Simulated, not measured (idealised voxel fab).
A process module follows: voxel gate over fins.
We display cut, a cross-section 265 nm in width whose square cells are each 5 nm.
Throughout this document, each cross-section is represented as a grid of square cells and is presented as a sequence of bands enumerated from the top downward, where a band comprises one or more rows of cells.
Top, bottom (nm), then materials left to right with widths (nm); lone material tagged "everywhere" fills the whole band edge to edge; "blank" = empty space.
Heads up on the height convention: 0 is the point under which the incoming wafer is all one material, and the lowest band has no bottom, it just keeps going down, like "0 and below".
Top row gets the first number, bottom row gets the second, and each row in between changes by the same step: that is how a band width like "30 to 40" works.
Step marked "no alteration"? Then no cell in the cross-section changed in it.
Enclosed voids (no open way to top), threshold 8 cells or more, entry "Closed void roster", notation width x height at distance, distance from left edge, nm.
Read whatever lies past the settings on a step's line as the simulator's own remark about the step.
"overlay nm" on a masked step: distance the mask lay right of its planned place, negative for left.

# Here's what the planned process steps look like
1 RECEIVE (material Si)
2 CONFORMAL_DEP (material SiN; thk nm 10)
3 MASKED_ETCH (tone cover; mask id FINS; width nm 15; pitch nm 60; etch materials SiN; depth nm 10; overlay nm 0)
4 MASKED_ETCH (tone cover; mask id FINS; width nm 15; pitch nm 60; etch materials Si; depth nm 40; overlay nm 0)
5 OXIDIZE (depth nm 5)
6 FILL_DEP (material SiO2; thk nm 5)
7 CMP (height nm 10)
8 MASKED_ETCH (tone open; mask id RAIL; width nm 15; etch materials SiO2; depth nm 45; overlay nm 0)
9 CONFORMAL_DEP (material TiN; thk nm 5)
10 FILL_DEP (material Ru; thk nm 10)
11 CMP (height nm 10)
12 SELECTIVE_ETCH (etch materials W Ru TiN; depth nm 30)
13 FILL_DEP (material SiO2; thk nm 5)
14 CMP (height nm 10)
15 SELECTIVE_ETCH (etch materials SiO2; depth nm 20)
16 STRIP (etch materials SiN)
17 CONFORMAL_DEP (material HfO2; thk nm 5)
18 CONFORMAL_DEP (material TiN; thk nm 5)
19 CONFORMAL_DEP (material TiAl; thk nm 5)
20 CONFORMAL_DEP (material TiN; thk nm 5)
21 FILL_DEP (material W; thk nm 10)
22 CMP (height nm 25)
23 CONFORMAL_DEP (material SiCN; thk nm 10)

# Wafer, first of two, run as planned

# Cross-section of the wafer upon arrival, representing the state reached after step 1
* 0 and below: Si everywhere
* Closed void roster: none

# After step 2: wafer cross-section
* 10 down to 0: SiN everywhere
* below 0: unchanged

# After step 3: wafer cross-section
* 10 down to 0: blank 35; SiN 15; blank 45; SiN 15; blank 45; SiN 15; blank 45; SiN 15; blank 35
* below 0: unchanged

# After step 4: wafer cross-section
* 10 down to 0: blank 35; SiN 15; blank 45; SiN 15; blank 45; SiN 15; blank 45; SiN 15; blank 35
* 0 down to -40: blank 35; Si 15; blank 45; Si 15; blank 45; Si 15; blank 45; Si 15; blank 35
* below -40: unchanged

# After step 5: wafer cross-section
* 10 down to 0: blank 35; SiN 15; blank 45; SiN 15; blank 45; SiN 15; blank 45; SiN 15; blank 35
* 0 down to -40: blank 35; SiO2 5; Si 5; SiO2 5; blank 45; SiO2 5; Si 5; SiO2 5; blank 45; SiO2 5; Si 5; SiO2 5; blank 45; SiO2 5; Si 5; SiO2 5; blank 35
* -40 down to -45: SiO2 40; Si 5; SiO2 55; Si 5; SiO2 55; Si 5; SiO2 55; Si 5; SiO2 40
* below -45: unchanged

# After step 6: wafer cross-section
* 15 down to 10: SiO2 everywhere
* 10 down to 0: SiO2 35; SiN 15; SiO2 45; SiN 15; SiO2 45; SiN 15; SiO2 45; SiN 15; SiO2 35
* 0 down to -45: SiO2 40; Si 5; SiO2 55; Si 5; SiO2 55; Si 5; SiO2 55; Si 5; SiO2 40
* below -45: unchanged

# After step 7: wafer cross-section
* 10 down to 0: SiO2 35; SiN 15; SiO2 45; SiN 15; SiO2 45; SiN 15; SiO2 45; SiN 15; SiO2 35
* below 0: unchanged

# After step 8: wafer cross-section
* 10 down to 0: SiO2 35; SiN 15; SiO2 15; blank 15; SiO2 15; SiN 15; SiO2 45; SiN 15; SiO2 45; SiN 15; SiO2 35
* 0 down to -35: SiO2 40; Si 5; SiO2 20; blank 15; SiO2 20; Si 5; SiO2 55; Si 5; SiO2 55; Si 5; SiO2 40
* below -35: unchanged

# After step 9: wafer cross-section
* 15 down to 10: TiN 70; blank 5; TiN 190
* 10 down to 0: SiO2 35; SiN 15; SiO2 15; TiN 5; blank 5; TiN 5; SiO2 15; SiN 15; SiO2 45; SiN 15; SiO2 45; SiN 15; SiO2 35
* 0 down to -30: SiO2 40; Si 5; SiO2 20; TiN 5; blank 5; TiN 5; SiO2 20; Si 5; SiO2 55; Si 5; SiO2 55; Si 5; SiO2 40
* -30 down to -35: SiO2 40; Si 5; SiO2 20; TiN 15; SiO2 20; Si 5; SiO2 55; Si 5; SiO2 55; Si 5; SiO2 40
* below -35: unchanged

# After step 10: wafer cross-section
* 25 down to 15: Ru everywhere
* 15 down to 10: TiN 70; Ru 5; TiN 190
* 10 down to 0: SiO2 35; SiN 15; SiO2 15; TiN 5; Ru 5; TiN 5; SiO2 15; SiN 15; SiO2 45; SiN 15; SiO2 45; SiN 15; SiO2 35
* 0 down to -30: SiO2 40; Si 5; SiO2 20; TiN 5; Ru 5; TiN 5; SiO2 20; Si 5; SiO2 55; Si 5; SiO2 55; Si 5; SiO2 40
* below -30: unchanged

# After step 11: wafer cross-section
* 10 down to 0: SiO2 35; SiN 15; SiO2 15; TiN 5; Ru 5; TiN 5; SiO2 15; SiN 15; SiO2 45; SiN 15; SiO2 45; SiN 15; SiO2 35
* below 0: unchanged

# After step 12: wafer cross-section
* 10 down to 0: SiO2 35; SiN 15; SiO2 15; blank 15; SiO2 15; SiN 15; SiO2 45; SiN 15; SiO2 45; SiN 15; SiO2 35
* 0 down to -20: SiO2 40; Si 5; SiO2 20; blank 15; SiO2 20; Si 5; SiO2 55; Si 5; SiO2 55; Si 5; SiO2 40
* below -20: unchanged

# After step 13: wafer cross-section
* 15 down to 10: SiO2 everywhere
* 10 down to 0: SiO2 35; SiN 15; SiO2 45; SiN 15; SiO2 45; SiN 15; SiO2 45; SiN 15; SiO2 35
* 0 down to -20: SiO2 40; Si 5; SiO2 55; Si 5; SiO2 55; Si 5; SiO2 55; Si 5; SiO2 40
* below -20: unchanged

# After step 14: wafer cross-section
* 10 down to 0: SiO2 35; SiN 15; SiO2 45; SiN 15; SiO2 45; SiN 15; SiO2 45; SiN 15; SiO2 35
* below 0: unchanged

# After step 15: wafer cross-section
* 10 down to 0: blank 35; SiN 15; blank 45; SiN 15; blank 45; SiN 15; blank 45; SiN 15; blank 35
* 0 down to -10: blank 40; Si 5; blank 55; Si 5; blank 55; Si 5; blank 55; Si 5; blank 40
* below -10: unchanged

# After step 16: wafer cross-section
* 0 down to -10: blank 40; Si 5; blank 55; Si 5; blank 55; Si 5; blank 55; Si 5; blank 40
* below -10: unchanged

# After step 17: wafer cross-section
* 5 down to 0: blank 35; HfO2 15; blank 45; HfO2 15; blank 45; HfO2 15; blank 45; HfO2 15; blank 35
* 0 down to -5: blank 35; HfO2 5; Si 5; HfO2 5; blank 45; HfO2 5; Si 5; HfO2 5; blank 45; HfO2 5; Si 5; HfO2 5; blank 45; HfO2 5; Si 5; HfO2 5; blank 35
* -5 down to -10: HfO2 40; Si 5; HfO2 55; Si 5; HfO2 55; Si 5; HfO2 55; Si 5; HfO2 40
* below -10: unchanged

# After step 18: wafer cross-section
* 10 down to 5: blank 30; TiN 25; blank 35; TiN 25; blank 35; TiN 25; blank 35; TiN 25; blank 30
* 5 down to 0: blank 30; TiN 5; HfO2 15; TiN 5; blank 35; TiN 5; HfO2 15; TiN 5; blank 35; TiN 5; HfO2 15; TiN 5; blank 35; TiN 5; HfO2 15; TiN 5; blank 30
* 0 down to -5: TiN 35; HfO2 5; Si 5; HfO2 5; TiN 45; HfO2 5; Si 5; HfO2 5; TiN 45; HfO2 5; Si 5; HfO2 5; TiN 45; HfO2 5; Si 5; HfO2 5; TiN 35
* below -5: unchanged

# After step 19: wafer cross-section
* 15 down to 10: blank 25; TiAl 35; blank 25; TiAl 35; blank 25; TiAl 35; blank 25; TiAl 35; blank 25
* 10 down to 5: blank 25; TiAl 5; TiN 25; TiAl 5; blank 25; TiAl 5; TiN 25; TiAl 5; blank 25; TiAl 5; TiN 25; TiAl 5; blank 25; TiAl 5; TiN 25; TiAl 5; blank 25
* 5 down to 0: TiAl 30; TiN 5; HfO2 15; TiN 5; TiAl 35; TiN 5; HfO2 15; TiN 5; TiAl 35; TiN 5; HfO2 15; TiN 5; TiAl 35; TiN 5; HfO2 15; TiN 5; TiAl 30
* below 0: unchanged

# After step 20: wafer cross-section
* 20 down to 15: blank 20; TiN 45; blank 15; TiN 45; blank 15; TiN 45; blank 15; TiN 45; blank 20
* 15 down to 10: blank 20; TiN 5; TiAl 35; TiN 5; blank 15; TiN 5; TiAl 35; TiN 5; blank 15; TiN 5; TiAl 35; TiN 5; blank 15; TiN 5; TiAl 35; TiN 5; blank 20
* 10 down to 5: TiN 25; TiAl 5; TiN 25; TiAl 5; TiN 25; TiAl 5; TiN 25; TiAl 5; TiN 25; TiAl 5; TiN 25; TiAl 5; TiN 25; TiAl 5; TiN 25; TiAl 5; TiN 25
* below 5: unchanged

# After step 21: wafer cross-section
* 30 down to 20: W everywhere
* 20 down to 15: W 20; TiN 45; W 15; TiN 45; W 15; TiN 45; W 15; TiN 45; W 20
* 15 down to 10: W 20; TiN 5; TiAl 35; TiN 5; W 15; TiN 5; TiAl 35; TiN 5; W 15; TiN 5; TiAl 35; TiN 5; W 15; TiN 5; TiAl 35; TiN 5; W 20
* below 10: unchanged

# After step 22: wafer cross-section
* 25 down to 20: W everywhere
* below 20: unchanged

# After step 23: wafer cross-section
* 35 down to 25: SiCN everywhere
* below 25: unchanged

# The Second Wafer: Common Origin and Plan, One Mistake in Execution, Identical to the First Through Step 14

# Look at the second wafer in cross-section at the time step 15 ought to have finished
* 10 down to 0: SiO2 35; blank 15; SiO2 45; blank 15; SiO2 45; blank 15; SiO2 45; blank 15; SiO2 35
* below 0: unchanged

# Look at the second wafer in cross-section at the time step 16 ought to have finished
* 0 down to -10: blank 40; Si 5; blank 55; Si 5; blank 55; Si 5; blank 55; Si 5; blank 40
* -10 down to -20: SiO2 15; blank 25; Si 5; blank 25; SiO2 5; blank 25; Si 5; blank 25; SiO2 5; blank 25; Si 5; blank 25; SiO2 5; blank 25; Si 5; blank 25; SiO2 15
* below -20: unchanged

# Look at the second wafer in cross-section at the time step 17 ought to have finished
* 5 down to 0: blank 35; HfO2 15; blank 45; HfO2 15; blank 45; HfO2 15; blank 45; HfO2 15; blank 35
* 0 down to -5: blank 35; HfO2 5; Si 5; HfO2 5; blank 45; HfO2 5; Si 5; HfO2 5; blank 45; HfO2 5; Si 5; HfO2 5; blank 45; HfO2 5; Si 5; HfO2 5; blank 35
* -5 down to -10: HfO2 20; blank 15; HfO2 5; Si 5; HfO2 5; blank 15; HfO2 15; blank 15; HfO2 5; Si 5; HfO2 5; blank 15; HfO2 15; blank 15; HfO2 5; Si 5; HfO2 5; blank 15; HfO2 15; blank 15; HfO2 5; Si 5; HfO2 5; blank 15; HfO2 20
* -10 down to -15: SiO2 15; HfO2 5; blank 15; HfO2 5; Si 5; HfO2 5; blank 15; HfO2 5; SiO2 5; HfO2 5; blank 15; HfO2 5; Si 5; HfO2 5; blank 15; HfO2 5; SiO2 5; HfO2 5; blank 15; HfO2 5; Si 5; HfO2 5; blank 15; HfO2 5; SiO2 5; HfO2 5; blank 15; HfO2 5; Si 5; HfO2 5; blank 15; HfO2 5; SiO2 15
* -15 down to -20: SiO2 15; HfO2 25; Si 5; HfO2 25; SiO2 5; HfO2 25; Si 5; HfO2 25; SiO2 5; HfO2 25; Si 5; HfO2 25; SiO2 5; HfO2 25; Si 5; HfO2 25; SiO2 15
* below -20: unchanged

# Look at the second wafer in cross-section at the time step 18 ought to have finished
* 10 down to 5: blank 30; TiN 25; blank 35; TiN 25; blank 35; TiN 25; blank 35; TiN 25; blank 30
* 5 down to 0: blank 30; TiN 5; HfO2 15; TiN 5; blank 35; TiN 5; HfO2 15; TiN 5; blank 35; TiN 5; HfO2 15; TiN 5; blank 35; TiN 5; HfO2 15; TiN 5; blank 30
* 0 down to -5: TiN 25; blank 5; TiN 5; HfO2 5; Si 5; HfO2 5; TiN 5; blank 5; TiN 25; blank 5; TiN 5; HfO2 5; Si 5; HfO2 5; TiN 5; blank 5; TiN 25; blank 5; TiN 5; HfO2 5; Si 5; HfO2 5; TiN 5; blank 5; TiN 25; blank 5; TiN 5; HfO2 5; Si 5; HfO2 5; TiN 5; blank 5; TiN 25
* -5 down to -10: HfO2 20; TiN 5; blank 5; TiN 5; HfO2 5; Si 5; HfO2 5; TiN 5; blank 5; TiN 5; HfO2 15; TiN 5; blank 5; TiN 5; HfO2 5; Si 5; HfO2 5; TiN 5; blank 5; TiN 5; HfO2 15; TiN 5; blank 5; TiN 5; HfO2 5; Si 5; HfO2 5; TiN 5; blank 5; TiN 5; HfO2 15; TiN 5; blank 5; TiN 5; HfO2 5; Si 5; HfO2 5; TiN 5; blank 5; TiN 5; HfO2 20
* -10 down to -15: SiO2 15; HfO2 5; TiN 15; HfO2 5; Si 5; HfO2 5; TiN 15; HfO2 5; SiO2 5; HfO2 5; TiN 15; HfO2 5; Si 5; HfO2 5; TiN 15; HfO2 5; SiO2 5; HfO2 5; TiN 15; HfO2 5; Si 5; HfO2 5; TiN 15; HfO2 5; SiO2 5; HfO2 5; TiN 15; HfO2 5; Si 5; HfO2 5; TiN 15; HfO2 5; SiO2 15
* below -15: unchanged

# Look at the second wafer in cross-section at the time step 19 ought to have finished
* 15 down to 10: blank 25; TiAl 35; blank 25; TiAl 35; blank 25; TiAl 35; blank 25; TiAl 35; blank 25
* 10 down to 5: blank 25; TiAl 5; TiN 25; TiAl 5; blank 25; TiAl 5; TiN 25; TiAl 5; blank 25; TiAl 5; TiN 25; TiAl 5; blank 25; TiAl 5; TiN 25; TiAl 5; blank 25
* 5 down to 0: TiAl 30; TiN 5; HfO2 15; TiN 5; TiAl 35; TiN 5; HfO2 15; TiN 5; TiAl 35; TiN 5; HfO2 15; TiN 5; TiAl 35; TiN 5; HfO2 15; TiN 5; TiAl 30
* 0 down to -5: TiN 25; TiAl 5; TiN 5; HfO2 5; Si 5; HfO2 5; TiN 5; TiAl 5; TiN 25; TiAl 5; TiN 5; HfO2 5; Si 5; HfO2 5; TiN 5; TiAl 5; TiN 25; TiAl 5; TiN 5; HfO2 5; Si 5; HfO2 5; TiN 5; TiAl 5; TiN 25; TiAl 5; TiN 5; HfO2 5; Si 5; HfO2 5; TiN 5; TiAl 5; TiN 25
* -5 down to -10: HfO2 20; TiN 5; TiAl 5; TiN 5; HfO2 5; Si 5; HfO2 5; TiN 5; TiAl 5; TiN 5; HfO2 15; TiN 5; TiAl 5; TiN 5; HfO2 5; Si 5; HfO2 5; TiN 5; TiAl 5; TiN 5; HfO2 15; TiN 5; TiAl 5; TiN 5; HfO2 5; Si 5; HfO2 5; TiN 5; TiAl 5; TiN 5; HfO2 15; TiN 5; TiAl 5; TiN 5; HfO2 5; Si 5; HfO2 5; TiN 5; TiAl 5; TiN 5; HfO2 20
* below -10: unchanged

# Look at the second wafer in cross-section at the time step 20 ought to have finished
* 20 down to 15: blank 20; TiN 45; blank 15; TiN 45; blank 15; TiN 45; blank 15; TiN 45; blank 20
* 15 down to 10: blank 20; TiN 5; TiAl 35; TiN 5; blank 15; TiN 5; TiAl 35; TiN 5; blank 15; TiN 5; TiAl 35; TiN 5; blank 15; TiN 5; TiAl 35; TiN 5; blank 20
* 10 down to 5: TiN 25; TiAl 5; TiN 25; TiAl 5; TiN 25; TiAl 5; TiN 25; TiAl 5; TiN 25; TiAl 5; TiN 25; TiAl 5; TiN 25; TiAl 5; TiN 25; TiAl 5; TiN 25
* below 5: unchanged

# Look at the second wafer in cross-section at the time step 21 ought to have finished
* 30 down to 20: W everywhere
* 20 down to 15: W 20; TiN 45; W 15; TiN 45; W 15; TiN 45; W 15; TiN 45; W 20
* 15 down to 10: W 20; TiN 5; TiAl 35; TiN 5; W 15; TiN 5; TiAl 35; TiN 5; W 15; TiN 5; TiAl 35; TiN 5; W 15; TiN 5; TiAl 35; TiN 5; W 20
* below 10: unchanged

# Look at the second wafer in cross-section at the time step 22 ought to have finished
* 25 down to 20: W everywhere
* below 20: unchanged

# Look at the second wafer in cross-section at the time step 23 ought to have finished
* 35 down to 25: SiCN everywhere
* below 25: unchanged
In executing the process, a mistake was made relative to the plan: plan steps 15 and 16 run swapped
FYI, end of process, the second wafer has more or fewer cells of some materials than the first: HfO2 +32 | SiO2 -80 | TiAl +16 | TiN +32
